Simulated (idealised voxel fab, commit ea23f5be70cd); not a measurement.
You're looking at the process module voxel self aligned vias.
Shown is cross-section cut, with a width of 185 nm and square cells of size 5 nm.
This document writes a cross-section as a grid whose cells are square, and gives it as bands, listed from the top down; one or more rows of cells form a band.
What a band's entry tells you: where the top is and where the bottom is, as heights in nm, and after that what lies inside, material by material from left to right, each with its width in nm. Empty space is written as the word "empty", and a single material marked with the word "everywhere" occupies the band from edge to edge.
Heights are expressed relative to 0, this being the level below which the as-received wafer comprises one material exclusively. The lowest band is unbounded in the downward direction and is denoted as in "top 0, no bottom".
Top row gets the first number, bottom row gets the second, and each row in between changes by the same step: that is how a band width like "30..40" works.
"all unchanged", as given for a step, is the statement that not any cell of the cross-section underwent a change during that step.
Basically, "Enclosed cavity list" tells you about the enclosed voids: empty spaces with no open way to the top, 8 cells or bigger, each written width x height at distance, where distance is from the left edge, all in nm.
Anything after a step's settings on that line? It's the simulator's own note about the step.
overlay nm: for a step with a mask, the amount by which the mask lay right of where it was planned; a negative amount means left of it.

### Set out below are the planned steps of the process
1 RECEIVE with material Si
2 CONFORMAL_DEP with material SiO2, thk nm 10
3 CONFORMAL_DEP with material SiCN, thk nm 5
4 DIRECTIONAL_DEP with material SiO2, thk nm 30
5 DIRECTIONAL_DEP with material aC, thk nm 10
6 PATTERN with tone open, mask id LINES, material resist, width nm 20, pitch nm 70, thk nm 30, overlay nm 0
7 DIRECTIONAL_ETCH with etch materials aC, depth nm 10
8 STRIP with etch materials resist
9 DIRECTIONAL_ETCH with etch materials SiO2, depth nm 30
10 STRIP with etch materials aC
11 CONFORMAL_DEP with material TiN, thk nm 5
12 FILL_DEP with material W, thk nm 10
13 CMP with height nm 45
14 SELECTIVE_ETCH with etch materials W Ru TiN, depth nm 10
15 FILL_DEP with material SiN, thk nm 10
16 CMP with height nm 45
17 DIRECTIONAL_DEP with material SiO2, thk nm 20
18 MASKED_ETCH with tone open, mask id VIAS, width nm 40, pitch nm 70, etch materials SiO2, depth nm 20, overlay nm 0
19 MASKED_ETCH with tone open, mask id VIAS, width nm 40, pitch nm 70, etch materials SiN, depth nm 10, overlay nm 0
20 CONFORMAL_DEP with material TiN, thk nm 5
21 FILL_DEP with material Cu, thk nm 10
22 CMP with height nm 65
23 CONFORMAL_DEP with material SiCN, thk nm 5

### First wafer of two (run as planned)

### The cross-section here shows the wafer as received, i.e. in its state after step 1
top 0, no bottom: Si everywhere
Enclosed cavity list: none

### Cross-sectional representation of the wafer at the conclusion of step 2
top 10, bottom 0: SiO2 everywhere
Under the height 0 nothing was changed.

### Cross-sectional representation of the wafer at the conclusion of step 3
top 15, bottom 10: SiCN everywhere
Under the height 10 nothing was changed.

### Cross-sectional representation of the wafer at the conclusion of step 4
top 45, bottom 15: SiO2 everywhere
Under the height 15 nothing was changed.

### Cross-sectional representation of the wafer at the conclusion of step 5
top 55, bottom 45: aC everywhere
Under the height 45 nothing was changed.

### Cross-sectional representation of the wafer at the conclusion of step 6
top 85, bottom 55: resist (45); empty (20); resist (50); empty (20); resist (50)
Under the height 55 nothing was changed.

### Cross-sectional representation of the wafer at the conclusion of step 7
top 75, bottom 55: resist (45); empty (20); resist (50); empty (20); resist (50)
top 55, bottom 45: aC (45); empty (20); aC (50); empty (20); aC (50)
Under the height 45 nothing was changed.

### Cross-sectional representation of the wafer at the conclusion of step 8
top 55, bottom 45: aC (45); empty (20); aC (50); empty (20); aC (50)
Under the height 45 nothing was changed.

### Cross-sectional representation of the wafer at the conclusion of step 9
top 55, bottom 45: aC (45); empty (20); aC (50); empty (20); aC (50)
top 45, bottom 15: SiO2 (45); empty (20); SiO2 (50); empty (20); SiO2 (50)
Under the height 15 nothing was changed.

### Cross-sectional representation of the wafer at the conclusion of step 10
top 45, bottom 15: SiO2 (45); empty (20); SiO2 (50); empty (20); SiO2 (50)
Under the height 15 nothing was changed.

### Cross-sectional representation of the wafer at the conclusion of step 11
top 50, bottom 45: TiN (50); empty (10); TiN (60); empty (10); TiN (55)
top 45, bottom 20: SiO2 (45); TiN (5); empty (10); TiN (5); SiO2 (50); TiN (5); empty (10); TiN (5); SiO2 (50)
top 20, bottom 15: SiO2 (45); TiN (20); SiO2 (50); TiN (20); SiO2 (50)
Under the height 15 nothing was changed.

### Cross-sectional representation of the wafer at the conclusion of step 12
top 60, bottom 50: W everywhere
top 50, bottom 45: TiN (50); W (10); TiN (60); W (10); TiN (55)
top 45, bottom 20: SiO2 (45); TiN (5); W (10); TiN (5); SiO2 (50); TiN (5); W (10); TiN (5); SiO2 (50)
Under the height 20 nothing was changed.

### Cross-sectional representation of the wafer at the conclusion of step 13
top 45, bottom 20: SiO2 (45); TiN (5); W (10); TiN (5); SiO2 (50); TiN (5); W (10); TiN (5); SiO2 (50)
Under the height 20 nothing was changed.

### Cross-sectional representation of the wafer at the conclusion of step 14
top 45, bottom 35: SiO2 (45); empty (20); SiO2 (50); empty (20); SiO2 (50)
Under the height 35 nothing was changed.

### Cross-sectional representation of the wafer at the conclusion of step 15
top 55, bottom 45: SiN everywhere
top 45, bottom 35: SiO2 (45); SiN (20); SiO2 (50); SiN (20); SiO2 (50)
Under the height 35 nothing was changed.

### Cross-sectional representation of the wafer at the conclusion of step 16
top 45, bottom 35: SiO2 (45); SiN (20); SiO2 (50); SiN (20); SiO2 (50)
Under the height 35 nothing was changed.

### Cross-sectional representation of the wafer at the conclusion of step 17
top 65, bottom 45: SiO2 everywhere
Under the height 45 nothing was changed.

### Cross-sectional representation of the wafer at the conclusion of step 18
top 65, bottom 45: SiO2 (35); empty (40); SiO2 (30); empty (40); SiO2 (40)
Under the height 45 nothing was changed.

### Cross-sectional representation of the wafer at the conclusion of step 19
top 65, bottom 45: SiO2 (35); empty (40); SiO2 (30); empty (40); SiO2 (40)
top 45, bottom 35: SiO2 (45); empty (20); SiO2 (50); empty (20); SiO2 (50)
Under the height 35 nothing was changed.

### Cross-sectional representation of the wafer at the conclusion of step 20
top 70, bottom 65: TiN (40); empty (30); TiN (40); empty (30); TiN (45)
top 65, bottom 50: SiO2 (35); TiN (5); empty (30); TiN (5); SiO2 (30); TiN (5); empty (30); TiN (5); SiO2 (40)
top 50, bottom 40: SiO2 (35..45); TiN (15..5); empty (10); TiN (15..5); SiO2 (30..50); TiN (15..5); empty (10); TiN (15..5); SiO2 (40..50)
top 40, bottom 35: SiO2 (45); TiN (20); SiO2 (50); TiN (20); SiO2 (50)
Under the height 35 nothing was changed.

### Cross-sectional representation of the wafer at the conclusion of step 21
top 80, bottom 70: Cu everywhere
top 70, bottom 65: TiN (40); Cu (30); TiN (40); Cu (30); TiN (45)
top 65, bottom 50: SiO2 (35); TiN (5); Cu (30); TiN (5); SiO2 (30); TiN (5); Cu (30); TiN (5); SiO2 (40)
top 50, bottom 40: SiO2 (35..45); TiN (15..5); Cu (10); TiN (15..5); SiO2 (30..50); TiN (15..5); Cu (10); TiN (15..5); SiO2 (40..50)
Under the height 40 nothing was changed.

### Cross-sectional representation of the wafer at the conclusion of step 22
top 65, bottom 50: SiO2 (35); TiN (5); Cu (30); TiN (5); SiO2 (30); TiN (5); Cu (30); TiN (5); SiO2 (40)
Under the height 50 nothing was changed.

### Cross-sectional representation of the wafer at the conclusion of step 23
top 70, bottom 65: SiCN everywhere
Under the height 65 nothing was changed.

### Second wafer: same start and same plan as the first, one execution error; identical to the first through step 21

At the planned end of step 22, the second wafer in cross-section: all unchanged

### At the planned end of step 23, the second wafer in cross-section
top 85, bottom 80: SiCN everywhere
Under the height 80 nothing was changed.
Short version of what went wrong: step 22 from the plan never happened, it was just skipped
Heads up, by the end the second wafer has more or fewer cells of some materials compared to the first: +86 Cu | +25 TiN
